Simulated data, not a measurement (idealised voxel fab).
You're looking at the process module voxel ribs on slabs.
This is section cut - it's 155 nm across, gridded in 5 nm square cells.
Throughout this document, each cross-section is represented as a grid of square cells and is presented as a sequence of bands enumerated from the top downward, where a band comprises one or more rows of cells. What a band's entry tells you: where the top is and where the bottom is, as heights in nm, and after that what lies inside, material by material from left to right, each with its width in nm. Empty space is written as the word "air", and a single material marked with the word "full width" occupies the band from edge to edge. A quick word on heights: they are counted from 0, and under that level the wafer as it came to us is one material throughout. The lowest band is different from the rest in having no bottom; it simply continues downward, written as in "0 -> down". The notation "30..40" denotes a width that varies across the rows of cells in the band, beginning at the first number in the top row, finishing at the second number in the bottom row, and changing by an identical amount from each row to the next. When a step is marked "remained unchanged", none of the cells in the cross-section changed during that step. "Closed void catalog": empty spaces of 8 cells or more with no open way to the top, each given as width x height at distance, distance from the left edge, all in nm. after a step's settings: what the simulator itself notes on the step. "overlay nm" answers the question of how far to the right of plan the mask lay on a step that has a mask, and when it is negative the answer is to the left.

## Process steps (planned)
step 1: RECEIVE with material Si
step 2: DIRECTIONAL_DEP with material SiO2, thk nm 20
step 3: DIRECTIONAL_DEP with material SiN, thk nm 20
step 4: DIRECTIONAL_DEP with material aC, thk nm 10
step 5: PATTERN with tone cover, mask id RIB, material resist, width nm 15, thk nm 25, overlay nm 0
step 6: DIRECTIONAL_ETCH with etch materials aC, depth nm 10
step 7: STRIP with etch materials resist
step 8: DIRECTIONAL_ETCH with etch materials SiN, depth nm 5
step 9: STRIP with etch materials aC
step 10: MASKED_ETCH with tone cover, mask id SLAB, width nm 65, etch materials SiN, depth nm 15, overlay nm 0
step 11: FILL_DEP with material SiO2, thk nm 25
step 12: CMP with height nm 60
step 13: DIRECTIONAL_DEP with material TiN, thk nm 5
step 14: DIRECTIONAL_DEP with material aC, thk nm 15
step 15: PATTERN with tone cover, mask id HEATER, material resist, width nm 25, thk nm 35, overlay nm 0
step 16: DIRECTIONAL_ETCH with etch materials aC, depth nm 15
step 17: STRIP with etch materials resist
step 18: DIRECTIONAL_ETCH with etch materials TiN, depth nm 5
step 19: STRIP with etch materials aC
step 20: CONFORMAL_DEP with material SiN, thk nm 5

## Wafer as received: cross-section following step 1
> 0 -> down  Si full width
> Closed void catalog: none

## Same starting wafer, same plan as above, one mistake in the execution; this is the cross-section at the end of the module
> 65 -> 60  air 65  TiN 25  air 65
> 60 -> 40  SiO2 full width
> 40 -> 35  SiO2 70  SiN 15  SiO2 70
> 35 -> 20  SiO2 45  SiN 65  SiO2 45
> 20 -> 0  SiO2 full width
> 0 -> down  Si full width
> Closed void catalog: none
It is concluded that the wafer was processed incorrectly with respect to the plan, in that step 20 from the plan never happened, it was just skipped
